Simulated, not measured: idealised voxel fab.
process module | voxel self aligned vias
cross-section cut | 275 nm wide | cells 5 nm
A cross-section is a grid of square cells, given in bands from the top down. A band is one or more rows of cells.
Each band's line starts with the height of the band's top and of its bottom, in nm. Then come its materials from left to right, each with its width in nm. One material with "throughout" fills the band from edge to edge. "air" is empty space.
Height 0 is the level under which the wafer as received is all one material. The lowest band goes on downwards, as in "0 down".
A width such as "30 to 40" changes by the same amount from each row of cells to the next, from the band's top row to its bottom row.
"no change" after a step means that no cell of the cross-section changed.
closed voids: empty space of 8 cells or more with no open way to the top, each as width x height at its distance from the left edge, in nm
after a step's settings: what the simulator itself notes on the step
overlay nm, on a step with a mask: how far to the right of its planned place the mask lay; to the left if negative
plan
1 op RECEIVE | material Si
2 op CONFORMAL_DEP | material SiO2 | thk nm 15
3 op CONFORMAL_DEP | material SiCN | thk nm 5
4 op DIRECTIONAL_DEP | material SiO2 | thk nm 25
5 op DIRECTIONAL_DEP | material aC | thk nm 15
6 op PATTERN | tone open | mask id LINES | material resist | width nm 30 | pitch nm 70 | thk nm 30 | overlay nm 0
7 op DIRECTIONAL_ETCH | etch materials aC | depth nm 15
8 op STRIP | etch materials resist
9 op DIRECTIONAL_ETCH | etch materials SiO2 | depth nm 25
10 op STRIP | etch materials aC
11 op CONFORMAL_DEP | material TiN | thk nm 5
12 op FILL_DEP | material W | thk nm 5
13 op CMP | height nm 45
14 op SELECTIVE_ETCH | etch materials W Ru TiN | depth nm 10
15 op FILL_DEP | material SiN | thk nm 10
16 op CMP | height nm 45
17 op DIRECTIONAL_DEP | material SiO2 | thk nm 15
18 op PATTERN | tone open | mask id VIAS | material resist | width nm 40 | pitch nm 70 | thk nm 15 | overlay nm 0
19 op DIRECTIONAL_ETCH | etch materials SiO2 | depth nm 15
20 op DIRECTIONAL_ETCH | etch materials SiN | depth nm 10
21 op STRIP | etch materials resist
22 op CONFORMAL_DEP | material TiN | thk nm 5
23 op FILL_DEP | material Cu | thk nm 10
24 op CMP | height nm 60
25 op CONFORMAL_DEP | material SiCN | thk nm 5
as received, after step 1
  0 down: Si throughout
  closed voids: none
a wafer at the end: this start, this plan, one mistake
  65 to 60: SiCN throughout
  60 to 50: SiO2 80 | TiN 5 | Cu 30 | TiN 5 | SiO2 30 | TiN 5 | Cu 30 | TiN 5 | SiO2 85
  50 to 45: SiO2 80 | TiN 40 | SiO2 30 | TiN 40 | SiO2 85
  45 to 35: SiO2 85 | Ru 30 | SiO2 40 | Ru 30 | SiO2 90
  35 to 25: SiO2 85 | TiN 5 | W 20 | TiN 5 | SiO2 40 | TiN 5 | W 20 | TiN 5 | SiO2 90
  25 to 20: SiO2 85 | TiN 30 | SiO2 40 | TiN 30 | SiO2 90
  20 to 15: SiCN throughout
  15 to 0: SiO2 throughout
  0 down: Si throughout
  closed voids: none
what went wrong: step 15 ran as: op FILL_DEP | material Ru | thk nm 10
